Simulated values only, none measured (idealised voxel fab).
process module | voxel wiring stack
cross-section cut | 205 nm wide | cells 5 nm
A cross-section is a grid of square cells, given in bands from the top down. A band is one or more rows of cells.
Each band's line starts with the height of the band's top and of its bottom, in nm. Then come its materials from left to right, each with its width in nm. One material with "throughout" fills the band from edge to edge. "air" is empty space.
Height 0 is the level under which the wafer as received is all one material. The lowest band goes on downwards, as in "0 down".
A width such as "30 to 40" changes by the same amount from each row of cells to the next, from the band's top row to its bottom row.
"no change" after a step means that no cell of the cross-section changed.
closed voids: empty space of 8 cells or more with no open way to the top, each as width x height at its distance from the left edge, in nm
after a step's settings: what the simulator itself notes on the step
overlay nm, on a step with a mask: how far to the right of its planned place the mask lay; to the left if negative
plan
1 op RECEIVE | material Si
2 op CONFORMAL_DEP | material SiO2 | thk nm 10
3 op DIRECTIONAL_DEP | material TiN | thk nm 5
4 op DIRECTIONAL_DEP | material W | thk nm 25
5 op DIRECTIONAL_DEP | material aC | thk nm 15
6 op PATTERN | tone cover | mask id METAL_1 | material resist | width nm 20 | pitch nm 40 | thk nm 35 | overlay nm 0
7 op DIRECTIONAL_ETCH | etch materials aC | depth nm 15
8 op STRIP | etch materials resist
9 op DIRECTIONAL_ETCH | etch materials W | depth nm 25
10 op DIRECTIONAL_ETCH | etch materials TiN | depth nm 5
11 op STRIP | etch materials aC
12 op FILL_DEP | material SiO2 | thk nm 5
13 op CMP | height nm 40
14 op CONFORMAL_DEP | material SiCN | thk nm 5
15 op DIRECTIONAL_DEP | material SiO2 | thk nm 30
16 op MASKED_ETCH | tone open | mask id METAL_2_HOLES | width nm 15 | pitch nm 40 | etch materials SiO2 | depth nm 30 | overlay nm 0
17 op MASKED_ETCH | tone open | mask id METAL_2 | width nm 20 | pitch nm 40 | etch materials SiO2 | depth nm 20 | overlay nm 0
18 op MASKED_ETCH | tone open | mask id METAL_2 | width nm 20 | pitch nm 40 | etch materials SiCN | depth nm 5 | overlay nm 0
19 op CONFORMAL_DEP | material TiN | thk nm 5
20 op FILL_DEP | material Ru | thk nm 5
21 op CMP | height nm 75
22 op CONFORMAL_DEP | material SiCN | thk nm 5
23 op DIRECTIONAL_DEP | material SiO2 | thk nm 20
24 op MASKED_ETCH | tone open | mask id PLUG_2 | width nm 15 | pitch nm 80 | etch materials SiO2 | depth nm 20 | overlay nm 0
25 op MASKED_ETCH | tone open | mask id PLUG_2 | width nm 15 | pitch nm 80 | etch materials SiCN | depth nm 5 | overlay nm 0
26 op CONFORMAL_DEP | material TiN | thk nm 5
27 op FILL_DEP | material W | thk nm 10
28 op CMP | height nm 100
29 op CONFORMAL_DEP | material SiN | thk nm 5
30 op DIRECTIONAL_DEP | material lowk | thk nm 20
31 op MASKED_ETCH | tone open | mask id METAL_3 | width nm 20 | pitch nm 40 | etch materials lowk | depth nm 20 | overlay nm 0
32 op MASKED_ETCH | tone open | mask id METAL_3 | width nm 20 | pitch nm 40 | etch materials SiN | depth nm 5 | overlay nm 0
33 op CONFORMAL_DEP | material TiN | thk nm 5
34 op FILL_DEP | material Cu | thk nm 5
35 op CMP | height nm 125
36 op CONFORMAL_DEP | material SiCN | thk nm 5
as received, after step 1
  0 down: Si throughout
  closed voids: none
first wafer at the end, as planned
  130 to 125: SiCN throughout
  125 to 105: lowk 30 | TiN 5 | Cu 10 | TiN 5 | lowk 20 | TiN 5 | Cu 10 | TiN 5 | lowk 20 | TiN 5 | Cu 10 | TiN 5 | lowk 20 | TiN 5 | Cu 10 | TiN 5 | lowk 35
  105 to 100: SiN 30 | TiN 20 | SiN 20 | TiN 20 | SiN 20 | TiN 20 | SiN 20 | TiN 20 | SiN 35
  100 to 80: SiO2 30 | TiN 5 | W 5 | TiN 5 | SiO2 65 | TiN 5 | W 5 | TiN 5 | SiO2 80
  80 to 75: SiCN 30 | TiN 15 | SiCN 65 | TiN 15 | SiCN 80
  75 to 60: SiO2 30 | TiN 5 | Ru 10 | TiN 5 | SiO2 20 | TiN 5 | Ru 10 | TiN 5 | SiO2 20 | TiN 5 | Ru 10 | TiN 5 | SiO2 20 | TiN 5 | Ru 10 | TiN 5 | SiO2 35
  60 to 55: SiO2 30 | TiN 5 | Ru 5 | TiN 10 | SiO2 20 | TiN 5 | Ru 5 | TiN 10 | SiO2 20 | TiN 5 | Ru 5 | TiN 10 | SiO2 20 | TiN 5 | Ru 5 | TiN 10 | SiO2 35
  55 to 45: SiO2 30 | TiN 5 | Ru 5 | TiN 5 | SiO2 25 | TiN 5 | Ru 5 | TiN 5 | SiO2 25 | TiN 5 | Ru 5 | TiN 5 | SiO2 25 | TiN 5 | Ru 5 | TiN 5 | SiO2 40
  45 to 40: SiCN 30 | TiN 15 | SiCN 25 | TiN 15 | SiCN 25 | TiN 15 | SiCN 25 | TiN 15 | SiCN 40
  40 to 15: SiO2 30 | W 20 | SiO2 20 | W 20 | SiO2 20 | W 20 | SiO2 20 | W 20 | SiO2 35
  15 to 10: SiO2 30 | TiN 20 | SiO2 20 | TiN 20 | SiO2 20 | TiN 20 | SiO2 20 | TiN 20 | SiO2 35
  10 to 0: SiO2 throughout
  0 down: Si throughout
  closed voids: none
second wafer at the end: like start, like plan, one mistake
  130 to 125: SiCN throughout
  125 to 105: lowk 30 | TiN 5 | Cu 10 | TiN 5 | lowk 20 | TiN 5 | Cu 10 | TiN 5 | lowk 20 | TiN 5 | Cu 10 | TiN 5 | lowk 20 | TiN 5 | Cu 10 | TiN 5 | lowk 35
  105 to 100: SiN 30 | TiN 20 | SiN 20 | TiN 20 | SiN 20 | TiN 20 | SiN 20 | TiN 20 | SiN 35
  100 to 80: SiO2 30 | TiN 5 | W 5 | TiN 5 | SiO2 65 | TiN 5 | W 5 | TiN 5 | SiO2 80
  80 to 75: SiCN 30 | TiN 15 | SiCN 65 | TiN 15 | SiCN 80
  75 to 60: SiO2 30 | TiN 5 | Ru 15 | TiN 5 | SiO2 15 | TiN 5 | Ru 15 | TiN 5 | SiO2 15 | TiN 5 | Ru 15 | TiN 5 | SiO2 15 | TiN 5 | Ru 15 | TiN 5 | SiO2 30
  60 to 50: SiO2 30 to 40 | TiN 15 to 5 | Ru 5 | TiN 5 | SiO2 15 to 25 | TiN 15 to 5 | Ru 5 | TiN 5 | SiO2 15 to 25 | TiN 15 to 5 | Ru 5 | TiN 5 | SiO2 15 to 25 | TiN 15 to 5 | Ru 5 | TiN 5 | SiO2 30
  50 to 45: SiO2 40 | TiN 15 | SiO2 25 | TiN 15 | SiO2 25 | TiN 15 | SiO2 25 | TiN 15 | SiO2 30
  45 to 40: SiCN 40 | TiN 10 | SiCN 30 | TiN 10 | SiCN 30 | TiN 10 | SiCN 30 | TiN 10 | SiCN 35
  40 to 15: SiO2 30 | W 20 | SiO2 20 | W 20 | SiO2 20 | W 20 | SiO2 20 | W 20 | SiO2 35
  15 to 10: SiO2 30 | TiN 20 | SiO2 20 | TiN 20 | SiO2 20 | TiN 20 | SiO2 20 | TiN 20 | SiO2 35
  10 to 0: SiO2 throughout
  0 down: Si throughout
  closed voids: none
what went wrong: step 16 ran as: op MASKED_ETCH | tone open | mask id METAL_2_HOLES | width nm 15 | pitch nm 40 | etch materials SiO2 | depth nm 30 | overlay nm 10
at the end the second wafer has, in cells: 8 more of Ru | 4 more of SiCN | 16 fewer of SiO2 | 4 more of TiN
